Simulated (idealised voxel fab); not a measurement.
Process module under the name voxel spacer lines
FYI the section here is cut, 220 nm wide, cells are 5 nm squares.
If you're reading a cross-section in this doc, picture square cells in a grid; it comes to you as bands, top ones listed first down to the bottom, and a band can be one or more rows of cells.
Per band: top height and bottom height in nm, followed by the left-to-right materials and their widths in nm; "edge to edge" marks a single material spanning edge to edge, "blank" marks empty space.
The reference from which all heights are counted is 0, the level beneath which the as-received wafer is entirely one material; the lowest band, having no lower bound, proceeds downward and is written after the example "z 0 and below".
Graded width ("30->40"): value in top row of band = first number; value in bottom row = second number; row-to-row change constant.
A step reported as "same as before" is a step in which no cell of the cross-section changed.
Heads up: "Entrapped voids" only lists the empty pockets with no open path to the top that are 8 cells or more, and it writes them as width x height at distance, distance from the left edge, in nm.
On a step's line, text after the settings is the simulator commenting on that step.
The "overlay nm" setting may appear on a step's line; for a step that uses a mask, it gives how far to the right of its planned position the mask lay, and a negative value indicates the left.

**The following list gives the planned process steps**
1,RECEIVE | material Si
2,CONFORMAL_DEP | material Al2O3 | thk nm 5
3,DIRECTIONAL_DEP | material W | thk nm 10
4,DIRECTIONAL_DEP | material aC | thk nm 20
5,PATTERN | tone cover | mask id MANDREL | material resist | width nm 15 | pitch nm 60 | thk nm 30 | overlay nm 0
6,DIRECTIONAL_ETCH | etch materials aC | depth nm 20
7,STRIP | etch materials resist
8,CONFORMAL_DEP | material SiO2 | thk nm 15
9,DIRECTIONAL_ETCH | etch materials SiO2 | depth nm 15
10,STRIP | etch materials aC
11,DIRECTIONAL_ETCH | etch materials W | depth nm 10
12,STRIP | etch materials SiO2
13,FILL_DEP | material SiO2 | thk nm 10
14,CMP | height nm 15

**Run as planned: first of two wafers**

**As received (post step 1): cross-section**
    z 0 and below | Si edge to edge
    Entrapped voids: none

**Cross-section of the wafer after step 2**
    z 5 to 0 | Al2O3 edge to edge
    Below 0, the layers are the same as they were.

**Cross-section of the wafer after step 3**
    z 15 to 5 | W edge to edge
    Below 5, the layers are the same as they were.

**Cross-section of the wafer after step 4**
    z 35 to 15 | aC edge to edge
    Below 15, the layers are the same as they were.

**Cross-section of the wafer after step 5**
    z 65 to 35 | blank=70; resist=15; blank=45; resist=15; blank=75
    Below 35, the layers are the same as they were.

**Cross-section of the wafer after step 6**
    z 45 to 35 | blank=70; resist=15; blank=45; resist=15; blank=75
    z 35 to 15 | blank=70; aC=15; blank=45; aC=15; blank=75
    Below 15, the layers are the same as they were.

**Cross-section of the wafer after step 7**
    z 35 to 15 | blank=70; aC=15; blank=45; aC=15; blank=75
    Below 15, the layers are the same as they were.

**Cross-section of the wafer after step 8**
    z 50 to 35 | blank=55; SiO2=45; blank=15; SiO2=45; blank=60
    z 35 to 30 | blank=55; SiO2=15; aC=15; SiO2=15; blank=15; SiO2=15; aC=15; SiO2=15; blank=60
    z 30 to 15 | SiO2=70; aC=15; SiO2=45; aC=15; SiO2=75
    Below 15, the layers are the same as they were.

**Cross-section of the wafer after step 9**
    z 35 to 15 | blank=55; SiO2=15; aC=15; SiO2=15; blank=15; SiO2=15; aC=15; SiO2=15; blank=60
    Below 15, the layers are the same as they were.

**Cross-section of the wafer after step 10**
    z 35 to 15 | blank=55; SiO2=15; blank=15; SiO2=15; blank=15; SiO2=15; blank=15; SiO2=15; blank=60
    Below 15, the layers are the same as they were.

**Cross-section of the wafer after step 11**
    z 35 to 15 | blank=55; SiO2=15; blank=15; SiO2=15; blank=15; SiO2=15; blank=15; SiO2=15; blank=60
    z 15 to 5 | blank=55; W=15; blank=15; W=15; blank=15; W=15; blank=15; W=15; blank=60
    Below 5, the layers are the same as they were.

**Cross-section of the wafer after step 12**
    z 15 to 5 | blank=55; W=15; blank=15; W=15; blank=15; W=15; blank=15; W=15; blank=60
    Below 5, the layers are the same as they were.

**Cross-section of the wafer after step 13**
    z 25 to 15 | SiO2 edge to edge
    z 15 to 5 | SiO2=55; W=15; SiO2=15; W=15; SiO2=15; W=15; SiO2=15; W=15; SiO2=60
    Below 5, the layers are the same as they were.

**Cross-section of the wafer after step 14**
    z 15 to 5 | SiO2=55; W=15; SiO2=15; W=15; SiO2=15; W=15; SiO2=15; W=15; SiO2=60
    Below 5, the layers are the same as they were.

**The second wafer: identical to the first at the outset and in its planned sequence, differing only in that one mistake was made during processing; up to and including step 4, its path is the first wafer's path**

**What the second wafer looks like in cross-section when step 5 should have wrapped up**
    z 65 to 35 | blank=65; resist=25; blank=35; resist=25; blank=70
    Below 35, the layers are the same as they were.

**What the second wafer looks like in cross-section when step 6 should have wrapped up**
    z 45 to 35 | blank=65; resist=25; blank=35; resist=25; blank=70
    z 35 to 15 | blank=65; aC=25; blank=35; aC=25; blank=70
    Below 15, the layers are the same as they were.

**What the second wafer looks like in cross-section when step 7 should have wrapped up**
    z 35 to 15 | blank=65; aC=25; blank=35; aC=25; blank=70
    Below 15, the layers are the same as they were.

**What the second wafer looks like in cross-section when step 8 should have wrapped up**
    z 50 to 35 | blank=50; SiO2=55; blank=5; SiO2=55; blank=55
    z 35 to 30 | blank=50; SiO2=15; aC=25; SiO2=15; blank=5; SiO2=15; aC=25; SiO2=15; blank=55
    z 30 to 15 | SiO2=65; aC=25; SiO2=35; aC=25; SiO2=70
    Below 15, the layers are the same as they were.

**What the second wafer looks like in cross-section when step 9 should have wrapped up**
    z 35 to 15 | blank=50; SiO2=15; aC=25; SiO2=15; blank=5; SiO2=15; aC=25; SiO2=15; blank=55
    Below 15, the layers are the same as they were.

**What the second wafer looks like in cross-section when step 10 should have wrapped up**
    z 35 to 15 | blank=50; SiO2=15; blank=25; SiO2=15; blank=5; SiO2=15; blank=25; SiO2=15; blank=55
    Below 15, the layers are the same as they were.

**What the second wafer looks like in cross-section when step 11 should have wrapped up**
    z 35 to 15 | blank=50; SiO2=15; blank=25; SiO2=15; blank=5; SiO2=15; blank=25; SiO2=15; blank=55
    z 15 to 5 | blank=50; W=15; blank=25; W=15; blank=5; W=15; blank=25; W=15; blank=55
    Below 5, the layers are the same as they were.

**What the second wafer looks like in cross-section when step 12 should have wrapped up**
    z 15 to 5 | blank=50; W=15; blank=25; W=15; blank=5; W=15; blank=25; W=15; blank=55
    Below 5, the layers are the same as they were.

**What the second wafer looks like in cross-section when step 13 should have wrapped up**
    z 25 to 15 | SiO2 edge to edge
    z 15 to 5 | SiO2=50; W=15; SiO2=25; W=15; SiO2=5; W=15; SiO2=25; W=15; SiO2=55
    Below 5, the layers are the same as they were.

**What the second wafer looks like in cross-section when step 14 should have wrapped up**
    z 15 to 5 | SiO2=50; W=15; SiO2=25; W=15; SiO2=5; W=15; SiO2=25; W=15; SiO2=55
    Below 5, the layers are the same as they were.
Against the plan, the run slipped here: step 5, actual vs plan mismatch, actual run PATTERN | tone cover | mask id MANDREL | material resist | width nm 25 | pitch nm 60 | thk nm 30 | overlay nm 0
At the end, each material covers as many cells on the second wafer as it does on the first, though the cells it covers are elsewhere.
